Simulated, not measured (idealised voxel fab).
process module | voxel self aligned contacts
cross-section cut | 255 nm wide | cells 5 nm
A cross-section is a grid of square cells, given in bands from the top down. A band is one or more rows of cells.
Each band's line starts with the height of the band's top and of its bottom, in nm. Then come its materials from left to right, each with its width in nm. One material with "throughout" fills the band from edge to edge. "air" is empty space.
Height 0 is the level under which the wafer as received is all one material. The lowest band goes on downwards, as in "0 down".
A width such as "30 to 40" changes by the same amount from each row of cells to the next, from the band's top row to its bottom row.
"no change" after a step means that no cell of the cross-section changed.
closed voids: empty space of 8 cells or more with no open way to the top, each as width x height at its distance from the left edge, in nm
after a step's settings: what the simulator itself notes on the step
overlay nm, on a step with a mask: how far to the right of its planned place the mask lay; to the left if negative
plan
1 op RECEIVE | material Si
2 op OXIDIZE | depth nm 5
3 op DIRECTIONAL_DEP | material polySi | thk nm 25
4 op DIRECTIONAL_DEP | material SiN | thk nm 20
5 op MASKED_ETCH | tone cover | mask id GATE | width nm 35 | pitch nm 70 | etch materials SiN | depth nm 20 | overlay nm 0
6 op MASKED_ETCH | tone cover | mask id GATE | width nm 35 | pitch nm 70 | etch materials polySi | depth nm 25 | overlay nm 0
7 op CONFORMAL_DEP | material SiN | thk nm 5
8 op DIRECTIONAL_ETCH | etch materials SiN | depth nm 5
9 op FILL_DEP | material SiO2 | thk nm 10
10 op CMP | height nm 50
11 op DIRECTIONAL_DEP | material aC | thk nm 10
12 op PATTERN | tone open | mask id CONTACT | material resist | width nm 45 | thk nm 30 | overlay nm 0
13 op DIRECTIONAL_ETCH | etch materials aC | depth nm 10
14 op STRIP | etch materials resist
15 op DIRECTIONAL_ETCH | etch materials SiO2 | depth nm 55
16 op STRIP | etch materials aC
17 op CONFORMAL_DEP | material TiN | thk nm 5
18 op FILL_DEP | material W | thk nm 5
19 op CMP | height nm 50
20 op CONFORMAL_DEP | material SiCN | thk nm 5
as received, after step 1
  0 down: Si throughout
  closed voids: none
first wafer at the end, as planned
  55 to 50: SiCN throughout
  50 to 45: SiO2 105 | TiN 15 | W 15 | TiN 15 | SiO2 105
  45 to 25: SiO2 70 | SiN 45 | TiN 5 | W 15 | TiN 5 | SiN 45 | SiO2 70
  25 to 0: SiO2 70 | SiN 5 | polySi 35 | SiN 5 | TiN 5 | W 15 | TiN 5 | SiN 5 | polySi 35 | SiN 5 | SiO2 70
  0 to -5: SiO2 115 | TiN 25 | SiO2 115
  -5 down: Si throughout
  closed voids: none
second wafer at the end: like start, like plan, one mistake
  55 to 50: SiCN throughout
  50 to 45: SiO2 105 | TiN 15 | W 15 | TiN 15 | SiO2 105
  45 to 25: SiO2 70 | SiN 45 | TiN 5 | W 15 | TiN 5 | SiN 45 | SiO2 70
  25 to 20: SiO2 115 | TiN 25 | SiO2 115
  20 to 0: polySi throughout
  0 down: Si throughout
  closed voids: none
what went wrong: steps 2 and 3 were swapped
at the end the second wafer has, in cells: 51 more of Si | 20 fewer of SiN | 140 fewer of SiO2 | 10 fewer of TiN | 15 fewer of W | 134 more of polySi
